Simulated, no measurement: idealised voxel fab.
process module | voxel capacitor over wiring
cross-section cut | 225 nm wide | cells 5 nm
A cross-section is a grid of square cells, given in bands from the top down. A band is one or more rows of cells.
Each band's line starts with the height of the band's top and of its bottom, in nm. Then come its materials from left to right, each with its width in nm. One material with "throughout" fills the band from edge to edge. "air" is empty space.
Height 0 is the level under which the wafer as received is all one material. The lowest band goes on downwards, as in "0 down".
A width such as "30 to 40" changes by the same amount from each row of cells to the next, from the band's top row to its bottom row.
"no change" after a step means that no cell of the cross-section changed.
closed voids: empty space of 8 cells or more with no open way to the top, each as width x height at its distance from the left edge, in nm
after a step's settings: what the simulator itself notes on the step
overlay nm, on a step with a mask: how far to the right of its planned place the mask lay; to the left if negative
plan
1 op RECEIVE | material Si
2 op CONFORMAL_DEP | material SiO2 | thk nm 15
3 op CONFORMAL_DEP | material SiN | thk nm 5
4 op DIRECTIONAL_DEP | material SiO2 | thk nm 25
5 op DIRECTIONAL_DEP | material aC | thk nm 10
6 op PATTERN | tone open | mask id METAL_1 | material resist | width nm 25 | pitch nm 85 | thk nm 30 | overlay nm 0
7 op DIRECTIONAL_ETCH | etch materials aC | depth nm 10
8 op STRIP | etch materials resist
9 op DIRECTIONAL_ETCH | etch materials SiO2 | depth nm 25
10 op DIRECTIONAL_ETCH | etch materials SiN | depth nm 5
11 op STRIP | etch materials aC
12 op CONFORMAL_DEP | material TiN | thk nm 5
13 op FILL_DEP | material Ru | thk nm 5
14 op CMP | height nm 45
15 op EPI | material Ru | thk nm 5
16 op FILL_DEP | material SiCN | thk nm 5
17 op DIRECTIONAL_DEP | material SiO2 | thk nm 15
18 op MASKED_ETCH | tone open | mask id PLUG_1 | width nm 15 | etch materials SiO2 | depth nm 15 | overlay nm 0
19 op MASKED_ETCH | tone open | mask id PLUG_1 | width nm 15 | etch materials SiCN | depth nm 5 | overlay nm 0
20 op CONFORMAL_DEP | material TiN | thk nm 5
21 op FILL_DEP | material W | thk nm 10
22 op CMP | height nm 70
23 op DIRECTIONAL_DEP | material TiN | thk nm 10
24 op DIRECTIONAL_DEP | material Al2O3 | thk nm 5
25 op DIRECTIONAL_DEP | material TiN | thk nm 10
26 op PATTERN | tone cover | mask id UPPER_PLATE | material resist | width nm 65 | thk nm 15 | overlay nm 0
27 op DIRECTIONAL_ETCH | etch materials TiN | depth nm 10
28 op DIRECTIONAL_ETCH | etch materials Al2O3 | depth nm 5
29 op STRIP | etch materials resist
30 op DIRECTIONAL_DEP | material aC | thk nm 15
31 op PATTERN | tone cover | mask id LOWER_PLATE | material resist | width nm 75 | thk nm 30 | overlay nm 0
32 op DIRECTIONAL_ETCH | etch materials aC | depth nm 15
33 op STRIP | etch materials resist
34 op DIRECTIONAL_ETCH | etch materials TiN | depth nm 10
35 op STRIP | etch materials aC
36 op FILL_DEP | material SiO2 | thk nm 15
37 op CMP | height nm 105
38 op PATTERN | tone open | mask id PLUG_2 | material resist | width nm 15 | thk nm 20 | overlay nm 0
39 op DIRECTIONAL_ETCH | etch materials SiO2 | depth nm 10
40 op STRIP | etch materials resist
41 op CONFORMAL_DEP | material TiN | thk nm 5
42 op FILL_DEP | material Cu | thk nm 10
43 op CMP | height nm 105
44 op CONFORMAL_DEP | material SiCN | thk nm 5
first wafer, as planned
as received, after step 1
  0 down: Si throughout
  closed voids: none
after step 2
  15 to 0: SiO2 throughout
  below 0: unchanged
after step 3
  20 to 15: SiN throughout
  below 15: unchanged
after step 4
  45 to 20: SiO2 throughout
  below 20: unchanged
after step 5
  55 to 45: aC throughout
  below 45: unchanged
after step 6
  85 to 55: resist 55 | air 25 | resist 60 | air 25 | resist 60
  below 55: unchanged
after step 7
  75 to 55: resist 55 | air 25 | resist 60 | air 25 | resist 60
  55 to 45: aC 55 | air 25 | aC 60 | air 25 | aC 60
  below 45: unchanged
after step 8
  55 to 45: aC 55 | air 25 | aC 60 | air 25 | aC 60
  below 45: unchanged
after step 9
  55 to 45: aC 55 | air 25 | aC 60 | air 25 | aC 60
  45 to 20: SiO2 55 | air 25 | SiO2 60 | air 25 | SiO2 60
  below 20: unchanged
after step 10
  55 to 45: aC 55 | air 25 | aC 60 | air 25 | aC 60
  45 to 20: SiO2 55 | air 25 | SiO2 60 | air 25 | SiO2 60
  20 to 15: SiN 55 | air 25 | SiN 60 | air 25 | SiN 60
  below 15: unchanged
after step 11
  45 to 20: SiO2 55 | air 25 | SiO2 60 | air 25 | SiO2 60
  below 20: unchanged
after step 12
  50 to 45: TiN 60 | air 15 | TiN 70 | air 15 | TiN 65
  45 to 20: SiO2 55 | TiN 5 | air 15 | TiN 5 | SiO2 60 | TiN 5 | air 15 | TiN 5 | SiO2 60
  20 to 15: SiN 55 | TiN 25 | SiN 60 | TiN 25 | SiN 60
  below 15: unchanged
after step 13
  55 to 50: Ru throughout
  50 to 45: TiN 60 | Ru 15 | TiN 70 | Ru 15 | TiN 65
  45 to 20: SiO2 55 | TiN 5 | Ru 15 | TiN 5 | SiO2 60 | TiN 5 | Ru 15 | TiN 5 | SiO2 60
  below 20: unchanged
after step 14
  45 to 20: SiO2 55 | TiN 5 | Ru 15 | TiN 5 | SiO2 60 | TiN 5 | Ru 15 | TiN 5 | SiO2 60
  below 20: unchanged
after step 15
  50 to 45: air 50 | Ru 35 | air 50 | Ru 35 | air 55
  below 45: unchanged
after step 16
  55 to 50: SiCN throughout
  50 to 45: SiCN 50 | Ru 35 | SiCN 50 | Ru 35 | SiCN 55
  below 45: unchanged
after step 17
  70 to 55: SiO2 throughout
  below 55: unchanged
after step 18
  70 to 55: SiO2 65 | air 15 | SiO2 145
  below 55: unchanged
after step 19
  70 to 55: SiO2 65 | air 15 | SiO2 145
  55 to 50: SiCN 65 | air 15 | SiCN 145
  below 50: unchanged
after step 20
  75 to 70: TiN 70 | air 5 | TiN 150
  70 to 55: SiO2 65 | TiN 5 | air 5 | TiN 5 | SiO2 145
  55 to 50: SiCN 65 | TiN 15 | SiCN 145
  below 50: unchanged
after step 21
  85 to 75: W throughout
  75 to 70: TiN 70 | W 5 | TiN 150
  70 to 55: SiO2 65 | TiN 5 | W 5 | TiN 5 | SiO2 145
  below 55: unchanged
after step 22
  70 to 55: SiO2 65 | TiN 5 | W 5 | TiN 5 | SiO2 145
  below 55: unchanged
after step 23
  80 to 70: TiN throughout
  below 70: unchanged
after step 24
  85 to 80: Al2O3 throughout
  below 80: unchanged
after step 25
  95 to 85: TiN throughout
  below 85: unchanged
after step 26
  110 to 95: air 65 | resist 65 | air 95
  below 95: unchanged
after step 27
  110 to 95: air 65 | resist 65 | air 95
  95 to 85: air 65 | TiN 65 | air 95
  below 85: unchanged
after step 28
  110 to 95: air 65 | resist 65 | air 95
  95 to 85: air 65 | TiN 65 | air 95
  85 to 80: air 65 | Al2O3 65 | air 95
  below 80: unchanged
after step 29
  95 to 85: air 65 | TiN 65 | air 95
  below 85: unchanged
after step 30
  110 to 95: air 65 | aC 65 | air 95
  95 to 85: aC 65 | TiN 65 | aC 95
  85 to 80: aC 65 | Al2O3 65 | aC 95
  below 80: unchanged
after step 31
  140 to 110: air 60 | resist 75 | air 90
  110 to 95: air 60 | resist 5 | aC 65 | resist 5 | air 90
  below 95: unchanged
after step 32
  125 to 110: air 60 | resist 75 | air 90
  110 to 95: air 60 | resist 5 | aC 65 | resist 5 | air 90
  95 to 85: air 60 | aC 5 | TiN 65 | aC 5 | air 90
  85 to 80: air 60 | aC 5 | Al2O3 65 | aC 5 | air 90
  below 80: unchanged
after step 33
  110 to 95: air 65 | aC 65 | air 95
  below 95: unchanged
after step 34
  110 to 95: air 65 | aC 65 | air 95
  95 to 85: air 60 | aC 5 | TiN 65 | aC 5 | air 90
  85 to 80: air 60 | aC 5 | Al2O3 65 | aC 5 | air 90
  80 to 70: air 60 | TiN 75 | air 90
  below 70: unchanged
after step 35
  95 to 85: air 65 | TiN 65 | air 95
  85 to 80: air 65 | Al2O3 65 | air 95
  below 80: unchanged
after step 36
  110 to 95: SiO2 throughout
  95 to 85: SiO2 65 | TiN 65 | SiO2 95
  85 to 80: SiO2 65 | Al2O3 65 | SiO2 95
  80 to 70: SiO2 60 | TiN 75 | SiO2 90
  below 70: unchanged
after step 37
  105 to 95: SiO2 throughout
  below 95: unchanged
after step 38
  125 to 105: resist 75 | air 15 | resist 135
  below 105: unchanged
after step 39
  125 to 105: resist 75 | air 15 | resist 135
  105 to 95: SiO2 75 | air 15 | SiO2 135
  below 95: unchanged
after step 40
  105 to 95: SiO2 75 | air 15 | SiO2 135
  below 95: unchanged
after step 41
  110 to 105: TiN 80 | air 5 | TiN 140
  105 to 100: SiO2 75 | TiN 5 | air 5 | TiN 5 | SiO2 135
  100 to 95: SiO2 75 | TiN 15 | SiO2 135
  below 95: unchanged
after step 42
  120 to 110: Cu throughout
  110 to 105: TiN 80 | Cu 5 | TiN 140
  105 to 100: SiO2 75 | TiN 5 | Cu 5 | TiN 5 | SiO2 135
  below 100: unchanged
after step 43
  105 to 100: SiO2 75 | TiN 5 | Cu 5 | TiN 5 | SiO2 135
  below 100: unchanged
after step 44
  110 to 105: SiCN throughout
  below 105: unchanged
second wafer: like start, like plan, one mistake. Through step 37 it matches the first wafer
when step 38 should have ended
  125 to 105: resist 70 | air 25 | resist 130
  below 105: unchanged
when step 39 should have ended
  125 to 105: resist 70 | air 25 | resist 130
  105 to 95: SiO2 70 | air 25 | SiO2 130
  below 95: unchanged
when step 40 should have ended
  105 to 95: SiO2 70 | air 25 | SiO2 130
  below 95: unchanged
when step 41 should have ended
  110 to 105: TiN 75 | air 15 | TiN 135
  105 to 100: SiO2 70 | TiN 5 | air 15 | TiN 5 | SiO2 130
  100 to 95: SiO2 70 | TiN 25 | SiO2 130
  below 95: unchanged
when step 42 should have ended
  120 to 110: Cu throughout
  110 to 105: TiN 75 | Cu 15 | TiN 135
  105 to 100: SiO2 70 | TiN 5 | Cu 15 | TiN 5 | SiO2 130
  below 100: unchanged
when step 43 should have ended
  105 to 100: SiO2 70 | TiN 5 | Cu 15 | TiN 5 | SiO2 130
  below 100: unchanged
when step 44 should have ended
  110 to 105: SiCN throughout
  below 105: unchanged
what went wrong: step 38 ran as: op PATTERN | tone open | mask id PLUG_2 | material resist | width nm 25 | thk nm 20 | overlay nm 0
at the end the second wafer has, in cells: 2 more of Cu | 4 fewer of SiO2 | 2 more of TiN
